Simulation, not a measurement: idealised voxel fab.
Process module heading - voxel released beams
In the cross-section labelled cut, the width is 215 nm and each square cell is 5 nm.
Each cross-section below is a grid of square cells, stated as bands in top-down order, with one or more rows of cells making up each band. This entry defines a band. It first specifies the height of the band's top and the height of its bottom in nm, and then specifies the band's materials from left to right, stating each material with its width in nm. The word "all across" identifies a single material that fills the band from edge to edge, while the word "empty" identifies empty space. Beneath 0, the wafer as received is one material, and that level is where height counting begins. The lowest band goes on downward without a bottom; it is written like "top 0, no bottom". Width spec "30 to 40" -> top row of cells at first value, bottom row at second value, equal per-row change in between. "everything unchanged" means the step left every cell of the cross-section as it was. Empty spaces without an open route to the top, at least 8 cells in extent, make up the entry "Closed void table"; each is given as width x height at distance, where the distance is measured from the left edge, and all are in nm. Step line, after settings: the simulator's comment on this step. overlay nm: mask offset rightward from planned place, masked step; negative means leftward offset.
# Process steps - plan
step 1: RECEIVE [material Si]
step 2: CONFORMAL_DEP [material Al2O3] [thk nm 5]
step 3: DIRECTIONAL_DEP [material SiO2] [thk nm 10]
step 4: PATTERN [tone open] [mask id ANCHOR] [material resist] [width nm 45] [thk nm 15] [overlay nm 0]
step 5: DIRECTIONAL_ETCH [etch materials SiO2] [depth nm 10]
step 6: STRIP [etch materials resist]
step 7: CONFORMAL_DEP [material polySi] [thk nm 15]
step 8: PATTERN [tone cover] [mask id BEAM] [material resist] [width nm 125] [thk nm 15] [overlay nm 0]
step 9: DIRECTIONAL_ETCH [etch materials polySi] [depth nm 15]
step 10: STRIP [etch materials resist]
step 11: STRIP [etch materials SiO2]
# So, the first of our two wafers, run just as we planned it
# Cross-section of the wafer at receipt, which is the condition after step 1
> top 0, no bottom  Si all across
> Closed void table: none
# How the wafer stands in section after step 2
> top 5, bottom 0  Al2O3 all across
> Everything under 0 stays put, no change at all.
# How the wafer stands in section after step 3
> top 15, bottom 5  SiO2 all across
> Everything under 5 stays put, no change at all.
# How the wafer stands in section after step 4
> top 30, bottom 15  45 nm resist, 45 nm empty, 125 nm resist
> Everything under 15 stays put, no change at all.
# How the wafer stands in section after step 5
> top 30, bottom 15  45 nm resist, 45 nm empty, 125 nm resist
> top 15, bottom 5  45 nm SiO2, 45 nm empty, 125 nm SiO2
> Everything under 5 stays put, no change at all.
# How the wafer stands in section after step 6
> top 15, bottom 5  45 nm SiO2, 45 nm empty, 125 nm SiO2
> Everything under 5 stays put, no change at all.
# How the wafer stands in section after step 7
> top 30, bottom 20  60 nm polySi, 15 nm empty, 140 nm polySi
> top 20, bottom 15  polySi all across
> top 15, bottom 5  45 nm SiO2, 45 nm polySi, 125 nm SiO2
> Everything under 5 stays put, no change at all.
# How the wafer stands in section after step 8
> top 45, bottom 30  40 nm empty, 125 nm resist, 50 nm empty
> top 30, bottom 20  60 nm polySi, 15 nm resist, 140 nm polySi
> Everything under 20 stays put, no change at all.
# How the wafer stands in section after step 9
> top 45, bottom 30  40 nm empty, 125 nm resist, 50 nm empty
> top 30, bottom 20  40 nm empty, 20 nm polySi, 15 nm resist, 90 nm polySi, 50 nm empty
> top 20, bottom 15  40 nm empty, 125 nm polySi, 50 nm empty
> Everything under 15 stays put, no change at all.
# How the wafer stands in section after step 10
> top 30, bottom 20  40 nm empty, 20 nm polySi, 15 nm empty, 90 nm polySi, 50 nm empty
> Everything under 20 stays put, no change at all.
# How the wafer stands in section after step 11
> top 30, bottom 20  40 nm empty, 20 nm polySi, 15 nm empty, 90 nm polySi, 50 nm empty
> top 20, bottom 15  40 nm empty, 125 nm polySi, 50 nm empty
> top 15, bottom 5  45 nm empty, 45 nm polySi, 125 nm empty
> Everything under 5 stays put, no change at all.
# Now the other wafer: same start, same recipe, but we messed up one thing when running it. Up to and including step 1 it's the same as the first one
# Second wafer profile in section, at the moment step 2 of the plan was meant to be complete
> top 10, bottom 0  SiO2 all across
> Everything under 0 stays put, no change at all.
# Second wafer profile in section, at the moment step 3 of the plan was meant to be complete
> top 15, bottom 10  Al2O3 all across
> Everything under 10 stays put, no change at all.
# Second wafer profile in section, at the moment step 4 of the plan was meant to be complete
> top 30, bottom 15  45 nm resist, 45 nm empty, 125 nm resist
> Everything under 15 stays put, no change at all.
Second wafer profile in section, at the moment step 5 of the plan was meant to be complete: everything unchanged
# Second wafer profile in section, at the moment step 6 of the plan was meant to be complete
> top 15, bottom 10  Al2O3 all across
> Everything under 10 stays put, no change at all.
# Second wafer profile in section, at the moment step 7 of the plan was meant to be complete
> top 30, bottom 15  polySi all across
> Everything under 15 stays put, no change at all.
# Second wafer profile in section, at the moment step 8 of the plan was meant to be complete
> top 45, bottom 30  40 nm empty, 125 nm resist, 50 nm empty
> Everything under 30 stays put, no change at all.
# Second wafer profile in section, at the moment step 9 of the plan was meant to be complete
> top 45, bottom 30  40 nm empty, 125 nm resist, 50 nm empty
> top 30, bottom 15  40 nm empty, 125 nm polySi, 50 nm empty
> Everything under 15 stays put, no change at all.
# Second wafer profile in section, at the moment step 10 of the plan was meant to be complete
> top 30, bottom 15  40 nm empty, 125 nm polySi, 50 nm empty
> Everything under 15 stays put, no change at all.
Second wafer profile in section, at the moment step 11 of the plan was meant to be complete: everything unchanged
Want to know what went wrong? deviation from plan: step 3 and step 2 executed in one another's positions
Once processing is complete, comparing cell counts shows that the second wafer has more or fewer of certain materials than the first: SiO2: 86 more | polySi: 12 fewer
